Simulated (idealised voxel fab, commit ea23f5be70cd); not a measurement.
process module | voxel wiring stack
cross-section cut | 250 nm wide | cells 5 nm
A cross-section is a grid of square cells, given in bands from the top down. A band is one or more rows of cells.
Each band's line starts with the height of the band's top and of its bottom, in nm. Then come its materials from left to right, each with its width in nm. One material with "throughout" fills the band from edge to edge. "air" is empty space.
Height 0 is the level under which the wafer as received is all one material. The lowest band goes on downwards, as in "0 down".
A width such as "30 to 40" changes by the same amount from each row of cells to the next, from the band's top row to its bottom row.
"no change" after a step means that no cell of the cross-section changed.
closed voids: empty space of 8 cells or more with no open way to the top, each as width x height at its distance from the left edge, in nm
after a step's settings: what the simulator itself notes on the step
overlay nm, on a step with a mask: how far to the right of its planned place the mask lay; to the left if negative
plan
1 op RECEIVE | material Si
2 op CONFORMAL_DEP | material SiO2 | thk nm 10
3 op DIRECTIONAL_DEP | material TiN | thk nm 5
4 op DIRECTIONAL_DEP | material W | thk nm 15
5 op DIRECTIONAL_DEP | material aC | thk nm 10
6 op PATTERN | tone cover | mask id METAL_1 | material resist | width nm 30 | pitch nm 50 | thk nm 25 | overlay nm 0
7 op DIRECTIONAL_ETCH | etch materials aC | depth nm 10
8 op STRIP | etch materials resist
9 op DIRECTIONAL_ETCH | etch materials W | depth nm 15
10 op DIRECTIONAL_ETCH | etch materials TiN | depth nm 5
11 op STRIP | etch materials aC
12 op FILL_DEP | material lowk | thk nm 5
13 op CMP | height nm 20
14 op CONFORMAL_DEP | material SiCN | thk nm 5
15 op DIRECTIONAL_DEP | material lowk | thk nm 25
16 op DIRECTIONAL_DEP | material aC | thk nm 10
17 op PATTERN | tone open | mask id METAL_2 | material resist | width nm 30 | pitch nm 50 | thk nm 25 | overlay nm 0
18 op DIRECTIONAL_ETCH | etch materials aC | depth nm 10
19 op STRIP | etch materials resist
20 op DIRECTIONAL_ETCH | etch materials lowk | depth nm 15
21 op STRIP | etch materials aC
22 op MASKED_ETCH | tone open | mask id METAL_2_HOLES | width nm 15 | pitch nm 50 | etch materials lowk | depth nm 10 | overlay nm 0
23 op MASKED_ETCH | tone open | mask id METAL_2_HOLES | width nm 15 | pitch nm 50 | etch materials SiCN | depth nm 5 | overlay nm 0
24 op CONFORMAL_DEP | material TiN | thk nm 5
25 op FILL_DEP | material Cu | thk nm 10
26 op CMP | height nm 60
27 op CONFORMAL_DEP | material SiCN | thk nm 5
28 op DIRECTIONAL_DEP | material SiO2 | thk nm 15
29 op PATTERN | tone open | mask id PLUG_2 | material resist | width nm 15 | pitch nm 50 | thk nm 15 | overlay nm 0
30 op DIRECTIONAL_ETCH | etch materials SiO2 | depth nm 15
31 op DIRECTIONAL_ETCH | etch materials SiCN | depth nm 5
32 op STRIP | etch materials resist
33 op EPI | material Ru | thk nm 10
34 op EPI | material Ru | thk nm 10
35 op DIRECTIONAL_DEP | material TiN | thk nm 5
36 op DIRECTIONAL_DEP | material Ru | thk nm 25
37 op MASKED_ETCH | tone cover | mask id METAL_3 | width nm 30 | pitch nm 50 | etch materials Ru | depth nm 25 | overlay nm 0
38 op MASKED_ETCH | tone cover | mask id METAL_3 | width nm 30 | pitch nm 50 | etch materials TiN | depth nm 5 | overlay nm 0
39 op CONFORMAL_DEP | material SiCN | thk nm 5
40 op FILL_DEP | material lowk | thk nm 5
41 op CMP | height nm 110
42 op CONFORMAL_DEP | material SiCN | thk nm 5
varied across the wafers: height nm of step 13. The plan shows the first wafer's value. All wafers start alike
first wafer as received, after step 1
  0 down: Si throughout
  closed voids: none
first wafer at the end, after step 42
  115 to 110: SiCN throughout
  110 to 85: lowk 55 | SiCN 5 | Ru 30 | SiCN 5 | lowk 10 | SiCN 5 | Ru 30 | SiCN 5 | lowk 10 | SiCN 5 | Ru 30 | SiCN 5 | lowk 55
  85 to 80: SiCN 60 | TiN 30 | SiCN 20 | TiN 30 | SiCN 20 | TiN 30 | SiCN 60
  80 to 65: SiO2 60 | Ru 15 | SiO2 35 | Ru 15 | SiO2 35 | Ru 15 | SiO2 75
  65 to 60: SiCN 60 | Ru 15 | SiCN 35 | Ru 15 | SiCN 35 | Ru 15 | SiCN 75
  60 to 55: Cu throughout
  55 to 50: TiN 65 | Cu 20 | TiN 30 | Cu 20 | TiN 30 | Cu 20 | TiN 65
  50 to 40: lowk 60 | TiN 5 | Cu 20 | TiN 5 | lowk 20 | TiN 5 | Cu 20 | TiN 5 | lowk 20 | TiN 5 | Cu 20 | TiN 5 | lowk 60
  40 to 35: lowk 60 | TiN 5 | Cu 5 | TiN 20 | lowk 20 | TiN 5 | Cu 5 | TiN 20 | lowk 20 | TiN 5 | Cu 5 | TiN 20 | lowk 60
  35 to 25: lowk 60 | TiN 5 | Cu 5 | TiN 5 | lowk 35 | TiN 5 | Cu 5 | TiN 5 | lowk 35 | TiN 5 | Cu 5 | TiN 5 | lowk 75
  25 to 20: SiCN 60 | TiN 15 | SiCN 35 | TiN 15 | SiCN 35 | TiN 15 | SiCN 75
  20 to 15: lowk 60 | W 30 | lowk 20 | W 30 | lowk 20 | W 30 | lowk 60
  15 to 10: lowk 60 | TiN 30 | lowk 20 | TiN 30 | lowk 20 | TiN 30 | lowk 60
  10 to 0: SiO2 throughout
  0 down: Si throughout
  closed voids: none
last wafer at the end
  115 to 110: SiCN throughout
  110 to 85: lowk 55 | SiCN 5 | Ru 30 | SiCN 5 | lowk 10 | SiCN 5 | Ru 30 | SiCN 5 | lowk 10 | SiCN 5 | Ru 30 | SiCN 5 | lowk 55
  85 to 80: SiCN 60 | TiN 30 | SiCN 20 | TiN 30 | SiCN 20 | TiN 30 | SiCN 60
  80 to 65: SiO2 60 | Ru 15 | SiO2 35 | Ru 15 | SiO2 35 | Ru 15 | SiO2 75
  65 to 60: SiCN 60 | Ru 15 | SiCN 35 | Ru 15 | SiCN 35 | Ru 15 | SiCN 75
  60 to 50: lowk 60 | TiN 5 | Cu 20 to 5 | TiN 5 to 20 | lowk 20 | TiN 5 | Cu 20 to 5 | TiN 5 to 20 | lowk 20 | TiN 5 | Cu 20 to 5 | TiN 5 to 20 | lowk 60
  50 to 40: lowk 60 | TiN 5 | Cu 5 | TiN 5 | lowk 35 | TiN 5 | Cu 5 | TiN 5 | lowk 35 | TiN 5 | Cu 5 | TiN 5 | lowk 75
  40 to 35: SiCN 60 | TiN 15 | SiCN 35 | TiN 15 | SiCN 35 | TiN 15 | SiCN 75
  35 to 30: lowk throughout
  30 to 15: lowk 60 | W 30 | lowk 20 | W 30 | lowk 20 | W 30 | lowk 60
  15 to 10: lowk 60 | TiN 30 | lowk 20 | TiN 30 | lowk 20 | TiN 30 | lowk 60
  10 to 0: SiO2 throughout
  0 down: Si throughout
  closed voids: none
each wafer at the end: cells of each material gained (+) or lost (-) since it was received, then its closed voids
height nm 20 | +95 Cu | +126 Ru | +194 SiCN | +223 SiO2 | +122 TiN | +18 W | +372 lowk | closed voids: none
height nm 25 | +45 Cu | +126 Ru | +194 SiCN | +223 SiO2 | +122 TiN | +36 W | +404 lowk | closed voids: none
height nm 30 | +33 Cu | +126 Ru | +194 SiCN | +223 SiO2 | +84 TiN | +54 W | +436 lowk | closed voids: none
height nm 35 | +21 Cu | +126 Ru | +194 SiCN | +223 SiO2 | +78 TiN | +54 W | +454 lowk | closed voids: none
